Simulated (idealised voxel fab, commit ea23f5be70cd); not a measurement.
voxel released beams: a process module
The width of the displayed cross-section, cut, is 295 nm; its cells are square, with a size of 5 nm.
Cross-section, as written here: a square-cell grid given band by band from the top down, where a band holds one or more rows of cells. Heights first: top, then bottom, in nm. Then materials, left to right, each with a width in nm. "everywhere" on a single material: fills the band edge to edge. "blank": empty space. Heights from 0 (as-received wafer is one material below). Bottom band endless downward, as "0 down". The expression "30->40" gives the width at the extremes of the band, the first number at its top row of cells and the second at its bottom row, with the width changing by equal amounts from each row to the next in between. Reading "no modifications" for a step: not a cell of the cross-section changed in it. Empty spaces counting at least 8 cells and having no open way to the top are listed in "Sealed void list". The notation width x height at distance is used for each, the distance being from the left edge and all three values in nm. Formally, on a step line, whatever follows the settings is a remark that the simulator itself makes on the step. Each step line may optionally specify "overlay nm", which for a step with a mask gives the rightward distance between the mask's planned place and where it lay, a negative value indicating the leftward direction.
## List of planned process steps
- 1: RECEIVE: material Si
- 2: CONFORMAL_DEP: material Al2O3, thk nm 5
- 3: DIRECTIONAL_DEP: material SiO2, thk nm 10
- 4: MASKED_ETCH: tone open, mask id ANCHOR, width nm 35, etch materials SiO2, depth nm 10, overlay nm 0
- 5: CONFORMAL_DEP: material W, thk nm 10
- 6: MASKED_ETCH: tone cover, mask id BEAM, width nm 105, etch materials W, depth nm 10, overlay nm -15
- 7: STRIP: etch materials SiO2
Among the wafers covered here, the point of difference is the overlay nm at step 6; their starting state is shared, and the plan presents the value of the first wafer.
## Received condition of the first of several wafers, sectioned: post-step 1
> 0 down  Si everywhere
> Sealed void list: none
## After the module's final step, step 7: the first of several wafers in cross-section
> 25 to 15  blank=75, then W=30, then blank=15, then W=60, then blank=115
> 15 to 5  blank=95, then W=35, then blank=165
> 5 to 0  Al2O3 everywhere
> 0 down  Si everywhere
> Sealed void list: none
## Cross-sectional depiction of the last of several wafers upon completion of the module
> 25 to 15  blank=120, then W=90, then blank=85
> 15 to 5  blank=95, then W=35, then blank=165
> 5 to 0  Al2O3 everywhere
> 0 down  Si everywhere
> Sealed void list: none
## The rows of the table below are wafers. Looking at the end of the module, a row counts, for every material, the cells the wafer has gained, shown as (+), or lost, shown as (-), since it was received; its closed voids come next
overlay nm -15; +59 Al2O3; +50 W; Sealed void list: none
overlay nm -10; +59 Al2O3; +50 W; Sealed void list: none
overlay nm -5; +59 Al2O3; +50 W; Sealed void list: none
overlay nm 0; +59 Al2O3; +50 W; Sealed void list: none
overlay nm 5; +59 Al2O3; +50 W; Sealed void list: none
overlay nm 10; +59 Al2O3; +50 W; Sealed void list: none
overlay nm 15; +59 Al2O3; +50 W; Sealed void list: none
